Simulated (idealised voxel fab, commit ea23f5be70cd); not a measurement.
Process module under the name voxel gate over fins
The width of the displayed cross-section, cut, is 280 nm; its cells are square, with a size of 5 nm.
Throughout this document, each cross-section is represented as a grid of square cells and is presented as a sequence of bands enumerated from the top downward, where a band comprises one or more rows of cells. The band entry comprises the height of the band's top followed by the height of its bottom, expressed in nm, and subsequently the band's materials from left to right, each stated together with its width in nm. Where a single material is marked with the word "throughout", that material fills the band from edge to edge. The word "air" represents empty space. Below 0: as-received wafer, all one material; heights counted from there. Lowest band: no bottom, goes on down, written "0..down". Width: "30->40" (first number = top row, second number = bottom row, same change from row to row of cells). Step note "remains unaltered" = no cross-section cell changed. "Sealed internal voids" means: voids of 8 cells or more that are shut off from the top with no open way through. Written width x height at distance, distance from the left edge, in nm. The remark found on a step's line after its settings is issued by the simulator itself and pertains to that step. Each step line may optionally specify "overlay nm", which for a step with a mask gives the rightward distance between the mask's planned place and where it lay, a negative value indicating the leftward direction.
-- Steps in the process plan
1. op RECEIVE | material Si
2. op CONFORMAL_DEP | material SiN | thk nm 5
3. op PATTERN | tone cover | mask id FINS | material resist | width nm 15 | pitch nm 35 | thk nm 15 | overlay nm 0
4. op DIRECTIONAL_ETCH | etch materials SiN | depth nm 5
5. op DIRECTIONAL_ETCH | etch materials Si | depth nm 40
6. op STRIP | etch materials resist
7. op OXIDIZE | depth nm 5
8. op FILL_DEP | material SiO2 | thk nm 15
9. op CMP | height nm 5
10. op SELECTIVE_ETCH | etch materials SiO2 | depth nm 15
11. op STRIP | etch materials SiN
12. op CONFORMAL_DEP | material HfO2 | thk nm 5
13. op CONFORMAL_DEP | material TiN | thk nm 5
14. op CONFORMAL_DEP | material TiAl | thk nm 5
15. op CONFORMAL_DEP | material TiN | thk nm 5
16. op FILL_DEP | material W | thk nm 10
17. op CMP | height nm 25
18. op CONFORMAL_DEP | material SiN | thk nm 10
-- As-received state of the wafer in cross-section, equivalent to post-step 1
    0..down: Si throughout
    Sealed internal voids: none
-- a wafer at the end: this start, this plan, one mistake
    40..25: SiN throughout
    25..20: W throughout
    20..15: 80 nm W | 115 nm TiN | 85 nm W
    15..10: 80 nm W | 5 nm TiN | 105 nm TiAl | 5 nm TiN | 85 nm W
    10..5: 85 nm TiN | 5 nm TiAl | 25 nm TiN | 10 nm TiAl | 25 nm TiN | 10 nm TiAl | 25 nm TiN | 5 nm TiAl | 90 nm TiN
    5..0: 90 nm TiAl | 5 nm TiN | 15 nm HfO2 | 5 nm TiN | 10 nm TiAl | 5 nm TiN | 15 nm HfO2 | 5 nm TiN | 10 nm TiAl | 5 nm TiN | 15 nm HfO2 | 5 nm TiN | 95 nm TiAl
    0..-5: 95 nm TiN | 5 nm HfO2 | 5 nm Si | 5 nm HfO2 | 20 nm TiN | 5 nm HfO2 | 5 nm Si | 5 nm HfO2 | 20 nm TiN | 5 nm HfO2 | 5 nm Si | 5 nm HfO2 | 100 nm TiN
    -5..-10: 100 nm HfO2 | 5 nm Si | 30 nm HfO2 | 5 nm Si | 30 nm HfO2 | 5 nm Si | 105 nm HfO2
    -10..-45: 100 nm SiO2 | 5 nm Si | 30 nm SiO2 | 5 nm Si | 30 nm SiO2 | 5 nm Si | 105 nm SiO2
    -45..down: Si throughout
    Sealed internal voids: none
Plan not followed: step 18: run off-plan, actual operation and settings op CONFORMAL_DEP | material SiN | thk nm 15
